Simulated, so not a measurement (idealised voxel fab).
Process module heading - voxel gate over fins
Square cell edge 5 nm, section width 210 nm, ID cut.
For the purposes of this document, a cross-section shall be understood as a grid of square cells, specified as bands listed in top-to-bottom order, each band consisting of one or more rows of cells.
Basically the band line says how high the top is and how high the bottom is, in nm, and then what's in it from left to right, every material with its width in nm. Empty space shows up as "empty", and if a single material carries "everywhere" it runs the full band edge to edge.
Note: height 0 marks the level under which the wafer is uniformly one material as received. Lowest band unbounded below, written "from 0 down".
When a width is written as two numbers, as in "30 to 40", the first number is the width in the top row of cells of the band and the second is the width in its bottom row, and the width changes by the same amount from each row to the next.
No cell of the cross-section changed in a step that is given as "nothing altered".
Entry "Fully closed voids". Content: empty spaces with no open connection to the top, size 8 cells or greater. Each: width x height at distance. Distance: from left edge. Unit: nm.
Formally, on a step line, whatever follows the settings is a remark that the simulator itself makes on the step.
If you see "overlay nm" on a step's line and that step has a mask, it's telling you how far right of where it was planned the mask ended up; a negative number means it went left instead.

**The steps planned for the process are as follows**
1: RECEIVE | material Si
2: CONFORMAL_DEP | material SiN | thk nm 10
3: DIRECTIONAL_DEP | material aC | thk nm 15
4: PATTERN | tone cover | mask id FINS | material resist | width nm 15 | pitch nm 50 | thk nm 30 | overlay nm 0
5: DIRECTIONAL_ETCH | etch materials aC | depth nm 15
6: STRIP | etch materials resist
7: DIRECTIONAL_ETCH | etch materials SiN | depth nm 10
8: DIRECTIONAL_ETCH | etch materials Si | depth nm 35
9: STRIP | etch materials aC
10: FILL_DEP | material SiO2 | thk nm 10
11: CMP | height nm 10
12: MASKED_ETCH | tone open | mask id RAIL | width nm 15 | etch materials SiO2 | depth nm 40 | overlay nm 0
13: CONFORMAL_DEP | material TiN | thk nm 5
14: FILL_DEP | material W | thk nm 5
15: CMP | height nm 10
16: SELECTIVE_ETCH | etch materials W Ru TiN | depth nm 25
17: FILL_DEP | material SiO2 | thk nm 5
18: CMP | height nm 10
19: SELECTIVE_ETCH | etch materials SiO2 | depth nm 20
20: STRIP | etch materials SiN
21: CONFORMAL_DEP | material HfO2 | thk nm 5
22: CONFORMAL_DEP | material TiN | thk nm 5
23: CONFORMAL_DEP | material TiAl | thk nm 5
24: CONFORMAL_DEP | material TiN | thk nm 5
25: FILL_DEP | material W | thk nm 15
26: CMP | height nm 30
27: CONFORMAL_DEP | material SiN | thk nm 5

**Concerning the first of two wafers, which was run in accordance with the plan**

**Here's what the wafer looked like in cross-section when it arrived - that's after step 1**
  from 0 down | Si everywhere
  Fully closed voids: none

**The following cross-section depicts the wafer upon completion of step 2**
  from 10 to 0 | SiN everywhere
  Below 0, no change.

**The following cross-section depicts the wafer upon completion of step 3**
  from 25 to 10 | aC everywhere
  Below 10, no change.

**The following cross-section depicts the wafer upon completion of step 4**
  from 55 to 25 | empty: 45, then resist: 15, then empty: 35, then resist: 15, then empty: 35, then resist: 15, then empty: 50
  Below 25, no change.

**The following cross-section depicts the wafer upon completion of step 5**
  from 40 to 25 | empty: 45, then resist: 15, then empty: 35, then resist: 15, then empty: 35, then resist: 15, then empty: 50
  from 25 to 10 | empty: 45, then aC: 15, then empty: 35, then aC: 15, then empty: 35, then aC: 15, then empty: 50
  Below 10, no change.

**The following cross-section depicts the wafer upon completion of step 6**
  from 25 to 10 | empty: 45, then aC: 15, then empty: 35, then aC: 15, then empty: 35, then aC: 15, then empty: 50
  Below 10, no change.

**The following cross-section depicts the wafer upon completion of step 7**
  from 25 to 10 | empty: 45, then aC: 15, then empty: 35, then aC: 15, then empty: 35, then aC: 15, then empty: 50
  from 10 to 0 | empty: 45, then SiN: 15, then empty: 35, then SiN: 15, then empty: 35, then SiN: 15, then empty: 50
  Below 0, no change.

**The following cross-section depicts the wafer upon completion of step 8**
  from 25 to 10 | empty: 45, then aC: 15, then empty: 35, then aC: 15, then empty: 35, then aC: 15, then empty: 50
  from 10 to 0 | empty: 45, then SiN: 15, then empty: 35, then SiN: 15, then empty: 35, then SiN: 15, then empty: 50
  from 0 to -35 | empty: 45, then Si: 15, then empty: 35, then Si: 15, then empty: 35, then Si: 15, then empty: 50
  Below -35, no change.

**The following cross-section depicts the wafer upon completion of step 9**
  from 10 to 0 | empty: 45, then SiN: 15, then empty: 35, then SiN: 15, then empty: 35, then SiN: 15, then empty: 50
  Below 0, no change.

**The following cross-section depicts the wafer upon completion of step 10**
  from 20 to 10 | SiO2 everywhere
  from 10 to 0 | SiO2: 45, then SiN: 15, then SiO2: 35, then SiN: 15, then SiO2: 35, then SiN: 15, then SiO2: 50
  from 0 to -35 | SiO2: 45, then Si: 15, then SiO2: 35, then Si: 15, then SiO2: 35, then Si: 15, then SiO2: 50
  Below -35, no change.

**The following cross-section depicts the wafer upon completion of step 11**
  from 10 to 0 | SiO2: 45, then SiN: 15, then SiO2: 35, then SiN: 15, then SiO2: 35, then SiN: 15, then SiO2: 50
  Below 0, no change.

**The following cross-section depicts the wafer upon completion of step 12**
  from 10 to 0 | SiO2: 45, then SiN: 15, then SiO2: 10, then empty: 15, then SiO2: 10, then SiN: 15, then SiO2: 35, then SiN: 15, then SiO2: 50
  from 0 to -30 | SiO2: 45, then Si: 15, then SiO2: 10, then empty: 15, then SiO2: 10, then Si: 15, then SiO2: 35, then Si: 15, then SiO2: 50
  Below -30, no change.

**The following cross-section depicts the wafer upon completion of step 13**
  from 15 to 10 | TiN: 75, then empty: 5, then TiN: 130
  from 10 to 0 | SiO2: 45, then SiN: 15, then SiO2: 10, then TiN: 5, then empty: 5, then TiN: 5, then SiO2: 10, then SiN: 15, then SiO2: 35, then SiN: 15, then SiO2: 50
  from 0 to -25 | SiO2: 45, then Si: 15, then SiO2: 10, then TiN: 5, then empty: 5, then TiN: 5, then SiO2: 10, then Si: 15, then SiO2: 35, then Si: 15, then SiO2: 50
  from -25 to -30 | SiO2: 45, then Si: 15, then SiO2: 10, then TiN: 15, then SiO2: 10, then Si: 15, then SiO2: 35, then Si: 15, then SiO2: 50
  Below -30, no change.

**The following cross-section depicts the wafer upon completion of step 14**
  from 20 to 15 | W everywhere
  from 15 to 10 | TiN: 75, then W: 5, then TiN: 130
  from 10 to 0 | SiO2: 45, then SiN: 15, then SiO2: 10, then TiN: 5, then W: 5, then TiN: 5, then SiO2: 10, then SiN: 15, then SiO2: 35, then SiN: 15, then SiO2: 50
  from 0 to -25 | SiO2: 45, then Si: 15, then SiO2: 10, then TiN: 5, then W: 5, then TiN: 5, then SiO2: 10, then Si: 15, then SiO2: 35, then Si: 15, then SiO2: 50
  Below -25, no change.

**The following cross-section depicts the wafer upon completion of step 15**
  from 10 to 0 | SiO2: 45, then SiN: 15, then SiO2: 10, then TiN: 5, then W: 5, then TiN: 5, then SiO2: 10, then SiN: 15, then SiO2: 35, then SiN: 15, then SiO2: 50
  Below 0, no change.

**The following cross-section depicts the wafer upon completion of step 16**
  from 10 to 0 | SiO2: 45, then SiN: 15, then SiO2: 10, then empty: 15, then SiO2: 10, then SiN: 15, then SiO2: 35, then SiN: 15, then SiO2: 50
  from 0 to -15 | SiO2: 45, then Si: 15, then SiO2: 10, then empty: 15, then SiO2: 10, then Si: 15, then SiO2: 35, then Si: 15, then SiO2: 50
  Below -15, no change.

**The following cross-section depicts the wafer upon completion of step 17**
  from 15 to 10 | SiO2 everywhere
  from 10 to 0 | SiO2: 45, then SiN: 15, then SiO2: 35, then SiN: 15, then SiO2: 35, then SiN: 15, then SiO2: 50
  from 0 to -15 | SiO2: 45, then Si: 15, then SiO2: 35, then Si: 15, then SiO2: 35, then Si: 15, then SiO2: 50
  Below -15, no change.

**The following cross-section depicts the wafer upon completion of step 18**
  from 10 to 0 | SiO2: 45, then SiN: 15, then SiO2: 35, then SiN: 15, then SiO2: 35, then SiN: 15, then SiO2: 50
  Below 0, no change.

**The following cross-section depicts the wafer upon completion of step 19**
  from 10 to 0 | empty: 45, then SiN: 15, then empty: 35, then SiN: 15, then empty: 35, then SiN: 15, then empty: 50
  from 0 to -10 | empty: 45, then Si: 15, then empty: 35, then Si: 15, then empty: 35, then Si: 15, then empty: 50
  Below -10, no change.

**The following cross-section depicts the wafer upon completion of step 20**
  from 0 to -10 | empty: 45, then Si: 15, then empty: 35, then Si: 15, then empty: 35, then Si: 15, then empty: 50
  Below -10, no change.

**The following cross-section depicts the wafer upon completion of step 21**
  from 5 to 0 | empty: 40, then HfO2: 25, then empty: 25, then HfO2: 25, then empty: 25, then HfO2: 25, then empty: 45
  from 0 to -5 | empty: 40, then HfO2: 5, then Si: 15, then HfO2: 5, then empty: 25, then HfO2: 5, then Si: 15, then HfO2: 5, then empty: 25, then HfO2: 5, then Si: 15, then HfO2: 5, then empty: 45
  from -5 to -10 | HfO2: 45, then Si: 15, then HfO2: 35, then Si: 15, then HfO2: 35, then Si: 15, then HfO2: 50
  Below -10, no change.

**The following cross-section depicts the wafer upon completion of step 22**
  from 10 to 5 | empty: 35, then TiN: 35, then empty: 15, then TiN: 35, then empty: 15, then TiN: 35, then empty: 40
  from 5 to 0 | empty: 35, then TiN: 5, then HfO2: 25, then TiN: 5, then empty: 15, then TiN: 5, then HfO2: 25, then TiN: 5, then empty: 15, then TiN: 5, then HfO2: 25, then TiN: 5, then empty: 40
  from 0 to -5 | TiN: 40, then HfO2: 5, then Si: 15, then HfO2: 5, then TiN: 25, then HfO2: 5, then Si: 15, then HfO2: 5, then TiN: 25, then HfO2: 5, then Si: 15, then HfO2: 5, then TiN: 45
  Below -5, no change.

**The following cross-section depicts the wafer upon completion of step 23**
  from 15 to 10 | empty: 30, then TiAl: 45, then empty: 5, then TiAl: 45, then empty: 5, then TiAl: 45, then empty: 35
  from 10 to 5 | empty: 30, then TiAl: 5, then TiN: 35, then TiAl: 5, then empty: 5, then TiAl: 5, then TiN: 35, then TiAl: 5, then empty: 5, then TiAl: 5, then TiN: 35, then TiAl: 5, then empty: 35
  from 5 to 0 | TiAl: 35, then TiN: 5, then HfO2: 25, then TiN: 5, then TiAl: 15, then TiN: 5, then HfO2: 25, then TiN: 5, then TiAl: 15, then TiN: 5, then HfO2: 25, then TiN: 5, then TiAl: 40
  Below 0, no change.

**The following cross-section depicts the wafer upon completion of step 24**
  from 20 to 15 | empty: 25, then TiN: 155, then empty: 30
  from 15 to 10 | empty: 25, then TiN: 5, then TiAl: 45, then TiN: 5, then TiAl: 45, then TiN: 5, then TiAl: 45, then TiN: 5, then empty: 30
  from 10 to 5 | TiN: 30, then TiAl: 5, then TiN: 35, then TiAl: 5, then TiN: 5, then TiAl: 5, then TiN: 35, then TiAl: 5, then TiN: 5, then TiAl: 5, then TiN: 35, then TiAl: 5, then TiN: 35
  Below 5, no change.

**The following cross-section depicts the wafer upon completion of step 25**
  from 35 to 20 | W everywhere
  from 20 to 15 | W: 25, then TiN: 155, then W: 30
  from 15 to 10 | W: 25, then TiN: 5, then TiAl: 45, then TiN: 5, then TiAl: 45, then TiN: 5, then TiAl: 45, then TiN: 5, then W: 30
  Below 10, no change.

**The following cross-section depicts the wafer upon completion of step 26**
  from 30 to 20 | W everywhere
  Below 20, no change.

**The following cross-section depicts the wafer upon completion of step 27**
  from 35 to 30 | SiN everywhere
  Below 30, no change.

**The second wafer was prepared from the same starting point and under the same plan as the first; its processing contained one mistake, and it remains indistinguishable from the first wafer up to and including step 26**

**Second wafer, cut view, end of step 27 per plan**
  from 45 to 30 | SiN everywhere
  Below 30, no change.
The mistake made against the process plan was this: in deviation from the planned setting, step 27 was conducted as CONFORMAL_DEP | material SiN | thk nm 15
Counted in cells at the end, the second wafer holds more or fewer of these materials than the first: SiN: 84 more
